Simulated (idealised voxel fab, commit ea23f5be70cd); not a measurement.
process module | voxel self aligned contacts
cross-section cut | 285 nm wide | cells 5 nm
A cross-section is a grid of square cells, given in bands from the top down. A band is one or more rows of cells.
Each band's line starts with the height of the band's top and of its bottom, in nm. Then come its materials from left to right, each with its width in nm. One material with "throughout" fills the band from edge to edge. "air" is empty space.
Height 0 is the level under which the wafer as received is all one material. The lowest band goes on downwards, as in "0 down".
A width such as "30 to 40" changes by the same amount from each row of cells to the next, from the band's top row to its bottom row.
"no change" after a step means that no cell of the cross-section changed.
closed voids: empty space of 8 cells or more with no open way to the top, each as width x height at its distance from the left edge, in nm
after a step's settings: what the simulator itself notes on the step
overlay nm, on a step with a mask: how far to the right of its planned place the mask lay; to the left if negative
plan
1 op RECEIVE | material Si
2 op OXIDIZE | depth nm 5
3 op DIRECTIONAL_DEP | material polySi | thk nm 25
4 op DIRECTIONAL_DEP | material SiN | thk nm 15
5 op DIRECTIONAL_DEP | material aC | thk nm 15
6 op PATTERN | tone cover | mask id GATE | material resist | width nm 25 | pitch nm 55 | thk nm 30 | overlay nm 0
7 op DIRECTIONAL_ETCH | etch materials aC | depth nm 15
8 op STRIP | etch materials resist
9 op DIRECTIONAL_ETCH | etch materials SiN | depth nm 15
10 op DIRECTIONAL_ETCH | etch materials polySi | depth nm 25
11 op STRIP | etch materials aC
12 op CONFORMAL_DEP | material SiN | thk nm 5
13 op DIRECTIONAL_ETCH | etch materials SiN | depth nm 5
14 op FILL_DEP | material SiO2 | thk nm 10
15 op CMP | height nm 45
16 op MASKED_ETCH | tone open | mask id CONTACT | width nm 40 | pitch nm 55 | etch materials SiO2 | depth nm 50 | overlay nm 0
17 op CONFORMAL_DEP | material TiN | thk nm 5
18 op FILL_DEP | material W | thk nm 5
19 op CMP | height nm 45
20 op CONFORMAL_DEP | material SiN | thk nm 5
as received, after step 1
  0 down: Si throughout
  closed voids: none
a wafer at the end: this start, this plan, one mistake
  50 to 45: SiN throughout
  45 to 40: W 65 | TiN 30 | SiO2 40 | TiN 15 | SiO2 40 | TiN 30 | W 65
  40 to 25: W 65 | TiN 5 | SiN 35 | SiO2 20 | SiN 35 | SiO2 20 | SiN 35 | TiN 5 | W 65
  25 to 0: W 65 | TiN 5 | SiN 5 | polySi 25 | SiN 5 | SiO2 20 | SiN 5 | polySi 25 | SiN 5 | SiO2 20 | SiN 5 | polySi 25 | SiN 5 | TiN 5 | W 65
  0 to -5: TiN 70 | SiO2 145 | TiN 70
  -5 down: Si throughout
  closed voids: none
what went wrong: step 16 ran as: op MASKED_ETCH | tone cover | mask id CONTACT | width nm 40 | pitch nm 55 | etch materials SiO2 | depth nm 50 | overlay nm 0
